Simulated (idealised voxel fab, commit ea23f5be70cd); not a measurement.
A process module follows: voxel released beams.
It is cross-section cut that appears here, measuring 150 nm in width, its square cells being 5 nm in size.
Just so we're on the same page, the cross-sections are grids of square cells, and they're listed out in bands top to bottom, each band one or more rows deep. First you get the band's top height and its bottom height, in nm, and then the materials it's made of, left to right, with each width in nm. If you see a single material with "throughout", that one covers the band edge to edge. "air" is empty space. Zero point of the height axis is 0; under it, received wafer = one material. Lowest band: continues down indefinitely, "0 down". The width entry "30->40" should be interpreted row by row: the top row of cells in the band takes the first number, the bottom row takes the second number, and the change between adjacent rows is uniform throughout. Key: "nothing got changed" - step with no changed cell in the cross-section. If an empty space has no open way to the top and is at least 8 cells in size, "Unvented voids" lists it, written width x height at distance, where distance is measured from the left edge and every value is in nm. Past the settings on a step's line: simulator remark, on that step. When a step includes a mask, the "overlay nm" setting on its line states how far to the right of its planned place that mask lay, and negative values state how far to the left.
List of planned process steps
1. RECEIVE, material Si
2. CONFORMAL_DEP, material Al2O3, thk nm 10
3. DIRECTIONAL_DEP, material SiO2, thk nm 10
4. PATTERN, tone open, mask id ANCHOR, material resist, width nm 35, thk nm 15, overlay nm 0
5. DIRECTIONAL_ETCH, etch materials SiO2, depth nm 10
6. STRIP, etch materials resist
7. CONFORMAL_DEP, material polySi, thk nm 10
8. MASKED_ETCH, tone cover, mask id BEAM, width nm 80, etch materials polySi, depth nm 10, overlay nm 0
9. STRIP, etch materials SiO2
First wafer, two in total, run as planned
Cross-section, incoming material, after step 1
* 0 down | Si throughout
* Unvented voids: none
The wafer, seen in cross-section, after step 2
* 10 to 0 | Al2O3 throughout
* Nothing below the height 0 has changed.
The wafer, seen in cross-section, after step 3
* 20 to 10 | SiO2 throughout
* Nothing below the height 10 has changed.
The wafer, seen in cross-section, after step 4
* 35 to 20 | resist=35 | air=35 | resist=80
* Nothing below the height 20 has changed.
The wafer, seen in cross-section, after step 5
* 35 to 20 | resist=35 | air=35 | resist=80
* 20 to 10 | SiO2=35 | air=35 | SiO2=80
* Nothing below the height 10 has changed.
The wafer, seen in cross-section, after step 6
* 20 to 10 | SiO2=35 | air=35 | SiO2=80
* Nothing below the height 10 has changed.
The wafer, seen in cross-section, after step 7
* 30 to 20 | polySi=45 | air=15 | polySi=90
* 20 to 10 | SiO2=35 | polySi=35 | SiO2=80
* Nothing below the height 10 has changed.
The wafer, seen in cross-section, after step 8
* 30 to 20 | air=30 | polySi=15 | air=15 | polySi=50 | air=40
* Nothing below the height 20 has changed.
The wafer, seen in cross-section, after step 9
* 30 to 20 | air=30 | polySi=15 | air=15 | polySi=50 | air=40
* 20 to 10 | air=35 | polySi=35 | air=80
* Nothing below the height 10 has changed.
second wafer: like start, like plan, one mistake. Through step 7 it matches the first wafer
Here is the second wafer in cross-section at the point where step 8 of the plan should have been done
* 30 to 20 | air=35 | polySi=10 | air=15 | polySi=55 | air=35
* Nothing below the height 20 has changed.
Here is the second wafer in cross-section at the point where step 9 of the plan should have been done
* 30 to 20 | air=35 | polySi=10 | air=15 | polySi=55 | air=35
* 20 to 10 | air=35 | polySi=35 | air=80
* Nothing below the height 10 has changed.
Plan not followed: step 8 ran with different settings than intended, the actual operation and settings being MASKED_ETCH, tone cover, mask id BEAM, width nm 80, etch materials polySi, depth nm 10, overlay nm 5
In the final comparison it is observed that the number of cells assigned to each material is identical for the two wafers, whereas their placement is not.
